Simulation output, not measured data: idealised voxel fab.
A process module follows: voxel self aligned contacts.
Section shown: cut. Width: 300 nm. Cell size: 5 nm, square.
Just so we're on the same page, the cross-sections are grids of square cells, and they're listed out in bands top to bottom, each band one or more rows deep.
First you get the band's top height and its bottom height, in nm, and then the materials it's made of, left to right, with each width in nm. If you see a single material with "everywhere", that one covers the band edge to edge. "empty" is empty space.
Zero point of the height axis is 0; under it, received wafer = one material. Lowest band: continues down indefinitely, "from 0 down".
Per-row width for "30 to 40": begins at first number (top row of band), ends at second number (bottom row), increment between rows held constant.
Basically "stayed the same" means that step didn't change any cell in the cross-section.
Empty spaces counting at least 8 cells and having no open way to the top are listed in "Sealed void listing". The notation width x height at distance is used for each, the distance being from the left edge and all three values in nm.
Past the settings on a step's line: simulator remark, on that step.
A step's line can hold "overlay nm"; with a mask on that step, the setting says how far right of the planned place the mask lay, while a negative setting says it lay to the left.

The planned process steps are enumerated hereunder
- 1: RECEIVE: material Si
- 2: OXIDIZE: depth nm 5
- 3: DIRECTIONAL_DEP: material polySi, thk nm 30
- 4: DIRECTIONAL_DEP: material SiN, thk nm 15
- 5: DIRECTIONAL_DEP: material aC, thk nm 15
- 6: PATTERN: tone cover, mask id GATE, material resist, width nm 30, pitch nm 55, thk nm 30, overlay nm 0
- 7: DIRECTIONAL_ETCH: etch materials aC, depth nm 15
- 8: STRIP: etch materials resist
- 9: DIRECTIONAL_ETCH: etch materials SiN, depth nm 15
- 10: DIRECTIONAL_ETCH: etch materials polySi, depth nm 30
- 11: STRIP: etch materials aC
- 12: CONFORMAL_DEP: material SiN, thk nm 5
- 13: DIRECTIONAL_ETCH: etch materials SiN, depth nm 5
- 14: FILL_DEP: material SiO2, thk nm 15
- 15: CMP: height nm 50
- 16: MASKED_ETCH: tone open, mask id CONTACT, width nm 35, etch materials SiO2, depth nm 55, overlay nm 0
- 17: CONFORMAL_DEP: material TiN, thk nm 5
- 18: FILL_DEP: material Ru, thk nm 5
- 19: CMP: height nm 50
- 20: CONFORMAL_DEP: material SiCN, thk nm 5

Cross-section of the wafer as it came to us, i.e., already through step 1
from 0 down = Si everywhere
Sealed void listing: none

End state of the module in cross-section, given the above starting point and plan and one mistake in execution
from 55 to 50 = SiCN everywhere
from 50 to 40 = SiO2 130 nm, then TiN 5 to 10 nm, then Ru 25 to 15 nm, then TiN 5 to 10 nm, then SiO2 135 nm
from 40 to 30 = SiO2 105 nm, then SiN 30 nm, then TiN 5 nm, then Ru 15 nm, then TiN 5 nm, then SiN 30 nm, then SiO2 110 nm
from 30 to 0 = SiO2 105 nm, then polySi 30 nm, then TiN 5 nm, then Ru 15 nm, then TiN 5 nm, then polySi 30 nm, then SiO2 110 nm
from 0 to -5 = SiO2 135 nm, then TiN 25 nm, then SiO2 140 nm
from -5 down = Si everywhere
Sealed void listing: none
Want to know what went wrong? step 12 of the plan did not run at all; it was left out
